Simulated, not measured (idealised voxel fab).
Name of the process module below: voxel released beams
We display cut, a cross-section 255 nm in width whose square cells are each 5 nm.
In what follows, cross-sections appear as grids of square cells, described through bands that run from the top down, where every band is one or more rows of cells.
Basically the band line says how high the top is and how high the bottom is, in nm, and then what's in it from left to right, every material with its width in nm. Empty space shows up as "blank", and if a single material carries "everywhere" it runs the full band edge to edge.
The level at which height equals 0 is the one under which the wafer, as it arrives, is entirely one material. No lower edge exists for the bottom band, which continues downward and is notated as in "z 0 and below".
Width "30..40": first value at the band's top row of cells, second value at its bottom row, equal change from row to row.
Take "nothing was modified" at face value: in the step it is given for, the cross-section changed in none of its cells.
Under "Voids, sealed" you'll find the enclosed gaps, the ones with no way out to the top, that are 8 cells or bigger; each reads width x height at distance, with distance counted from the left edge, everything in nm.
Step line, after settings: the simulator's comment on this step.
overlay nm: right-of-plan distance of the mask on a masked step; negative values mean left-of-plan.

**Listed below are the process steps as planned**
| 1 | RECEIVE: material Si |
| 2 | CONFORMAL_DEP: material Al2O3, thk nm 5 |
| 3 | DIRECTIONAL_DEP: material SiO2, thk nm 15 |
| 4 | MASKED_ETCH: tone open, mask id ANCHOR, width nm 35, etch materials SiO2, depth nm 15, overlay nm 0 |
| 5 | CONFORMAL_DEP: material W, thk nm 10 |
| 6 | DIRECTIONAL_DEP: material aC, thk nm 10 |
| 7 | PATTERN: tone cover, mask id BEAM, material resist, width nm 95, thk nm 30, overlay nm 0 |
| 8 | DIRECTIONAL_ETCH: etch materials aC, depth nm 10 |
| 9 | STRIP: etch materials resist |
| 10 | DIRECTIONAL_ETCH: etch materials W, depth nm 10 |
| 11 | STRIP: etch materials aC |
| 12 | STRIP: etch materials SiO2 |

**The cross-section here shows the wafer as received, i.e. in its state after step 1**
z 0 and below | Si everywhere
Voids, sealed: none

**The plan above was carried out on the starting structure above with one mistake, and this cross-section shows the wafer at the end of the module**
z 25 to 20 | 75 of blank, then 10 of W, then 25 of blank, then 60 of W, then 85 of blank
z 20 to 10 | 80 of blank, then 5 of W, then 25 of blank, then 5 of W, then 140 of blank
z 10 to 5 | 80 of blank, then 35 of W, then 140 of blank
z 5 to 0 | Al2O3 everywhere
z 0 and below | Si everywhere
Voids, sealed: none
Short version of what went wrong: note that step 5 departed from the planned setting and was carried out as CONFORMAL_DEP: material W, thk nm 5
